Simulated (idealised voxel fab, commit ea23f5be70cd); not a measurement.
Herein follows the process module entitled voxel released beams.
Square cells of 5 nm make up the cross-section cut, whose width is 220 nm.
A cross-section is written here as square cells arranged in a grid, and it is given in bands from the top down, each band taking up one or more rows of cells.
Band: top and bottom heights (nm) first, top before bottom; then materials from left to right, widths in nm. "edge to edge" marks a sole material filling the band edge to edge. "air" denotes empty space.
Beneath 0, the wafer as received is one material, and that level is where height counting begins. The lowest band goes on downward without a bottom; it is written like "0 -> down".
Note: "30->40" means the width goes from the first number (top row of the band) to the second number (bottom row) in equal steps per row of cells.
"no alteration" means the step left every cell of the cross-section as it was.
"Closed void catalog" lists enclosed empty spaces (at least 8 cells, no open path upward to the top), each as width x height at distance from the left edge, in nm.
Step line, after settings: the simulator's comment on this step.
If you see "overlay nm" on a step's line and that step has a mask, it's telling you how far right of where it was planned the mask ended up; a negative number means it went left instead.

THESE ARE THE STEPS WE PLANNED FOR THE PROCESS
1: RECEIVE (material Si)
2: CONFORMAL_DEP (material SiN; thk nm 5)
3: DIRECTIONAL_DEP (material SiO2; thk nm 20)
4: PATTERN (tone open; mask id ANCHOR; material resist; width nm 30; thk nm 15; overlay nm -15)
5: DIRECTIONAL_ETCH (etch materials SiO2; depth nm 20)
6: STRIP (etch materials resist)
7: CONFORMAL_DEP (material polySi; thk nm 10)
8: PATTERN (tone cover; mask id BEAM; material resist; width nm 95; thk nm 15; overlay nm 0)
9: DIRECTIONAL_ETCH (etch materials polySi; depth nm 10)
10: STRIP (etch materials resist)
11: STRIP (etch materials SiO2)
Be aware that, although all wafers share a common starting state, the overlay nm at step 4 differs among them, and the plan displays the first wafer's value.

THE FIRST OF SEVERAL WAFERS IN CROSS-SECTION, EXACTLY AS IT REACHED US AFTER STEP 1
  0 -> down  Si edge to edge
  Closed void catalog: none

SO IN THIS TABLE EVERY WAFER GETS ITS OWN ROW, AND WHAT YOU SEE IS WHERE IT STANDS AT THE END OF THE MODULE: FOR EACH MATERIAL, HOW MANY CELLS IT PICKED UP (+) OR GAVE UP (-) SINCE WE RECEIVED IT, AND AFTER THAT ITS CLOSED VOIDS
overlay nm -15 | +44 SiN | +54 polySi | Closed void catalog: none
overlay nm -10 | +44 SiN | +54 polySi | Closed void catalog: none
overlay nm -5 | +44 SiN | +54 polySi | Closed void catalog: none
overlay nm 0 | +44 SiN | +54 polySi | Closed void catalog: none
overlay nm 5 | +44 SiN | +54 polySi | Closed void catalog: none
overlay nm 10 | +44 SiN | +54 polySi | Closed void catalog: none
overlay nm 15 | +44 SiN | +54 polySi | Closed void catalog: none
